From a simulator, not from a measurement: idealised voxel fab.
voxel trench capacitor: a process module
The figure presents cross-section cut, which has a width of 200 nm and is divided into square cells with an edge length of 5 nm.
A cross-section is written here as square cells arranged in a grid, and it is given in bands from the top down, each band taking up one or more rows of cells. Heads up on the band format: heights come first, top then bottom, in nm. After that it's the materials left to right, each with its width in nm. A single material flagged "edge to edge" fills the whole band edge to edge, and "air" means there's empty space there. Measure heights from 0. That's the level where, below it, the as-received wafer is all one material. The lowest band is bottomless and extends downward; write it as in "0 nm and below". Width: "30 to 40" (first number = top row, second number = bottom row, same change from row to row of cells). Where the words "remained the same" appear for a step, the cross-section shows no cell changed by that step; every cell remained as before. Listed in "Sealed internal voids": every empty space of 8 or more cells without an open way to the top. Form: width x height at distance, the distance being from the left edge, all in nm. Where a step's line continues beyond its settings, the continuation is a remark by the simulator itself on that step. For masked steps, "overlay nm" on the step line gives how far right of plan the mask actually lay; a minus sign means it lay to the left.

## The planned process steps are enumerated hereunder
1: RECEIVE with material Si
2: CONFORMAL_DEP with material SiN, thk nm 10
3: DIRECTIONAL_DEP with material aC, thk nm 10
4: PATTERN with tone open, mask id TRENCH, material resist, width nm 25, pitch nm 45, thk nm 30, overlay nm 0
5: DIRECTIONAL_ETCH with etch materials aC, depth nm 10
6: STRIP with etch materials resist
7: DIRECTIONAL_ETCH with etch materials SiN, depth nm 10
8: DIRECTIONAL_ETCH with etch materials Si, depth nm 35
9: STRIP with etch materials aC
10: CONFORMAL_DEP with material SiO2, thk nm 5
11: FILL_DEP with material polySi, thk nm 10
12: CMP with height nm 10

## Wafer cross-section on receipt, i.e. after step 1
- 0 nm and below: Si edge to edge
- Sealed internal voids: none

## Run as planned - first of the two wafers cross-sectioned at the end of the module
- 10 nm to 0 nm: SiN: 20  SiO2: 5  polySi: 15  SiO2: 5  SiN: 20  SiO2: 5  polySi: 15  SiO2: 5  SiN: 20  SiO2: 5  polySi: 15  SiO2: 5  SiN: 20  SiO2: 5  polySi: 15  SiO2: 5  SiN: 20
- 0 nm to -30 nm: Si: 20  SiO2: 5  polySi: 15  SiO2: 5  Si: 20  SiO2: 5  polySi: 15  SiO2: 5  Si: 20  SiO2: 5  polySi: 15  SiO2: 5  Si: 20  SiO2: 5  polySi: 15  SiO2: 5  Si: 20
- -30 nm to -35 nm: Si: 20  SiO2: 25  Si: 20  SiO2: 25  Si: 20  SiO2: 25  Si: 20  SiO2: 25  Si: 20
- -35 nm and below: Si edge to edge
- Sealed internal voids: none

## Wafer two, sectioned after the module: the first wafer's start, the first wafer's plan, and one mistake in how it was run
- 10 nm to 0 nm: SiN: 20  SiO2: 5  polySi: 15  SiO2: 5  SiN: 20  SiO2: 5  polySi: 15  SiO2: 5  SiN: 20  SiO2: 5  polySi: 15  SiO2: 5  SiN: 20  SiO2: 5  polySi: 15  SiO2: 5  SiN: 20
- 0 nm to -40 nm: Si: 20  SiO2: 5  polySi: 15  SiO2: 5  Si: 20  SiO2: 5  polySi: 15  SiO2: 5  Si: 20  SiO2: 5  polySi: 15  SiO2: 5  Si: 20  SiO2: 5  polySi: 15  SiO2: 5  Si: 20
- -40 nm to -45 nm: Si: 20  SiO2: 25  Si: 20  SiO2: 25  Si: 20  SiO2: 25  Si: 20  SiO2: 25  Si: 20
- -45 nm and below: Si edge to edge
- Sealed internal voids: none
It is concluded that the wafer was processed incorrectly with respect to the plan, in that step 8 off recipe, ran as DIRECTIONAL_ETCH with etch materials Si, depth nm 45
Per the end-of-run cell counts, the second wafer holds more or fewer of some materials than the first: Si -40; SiO2 +16; polySi +24
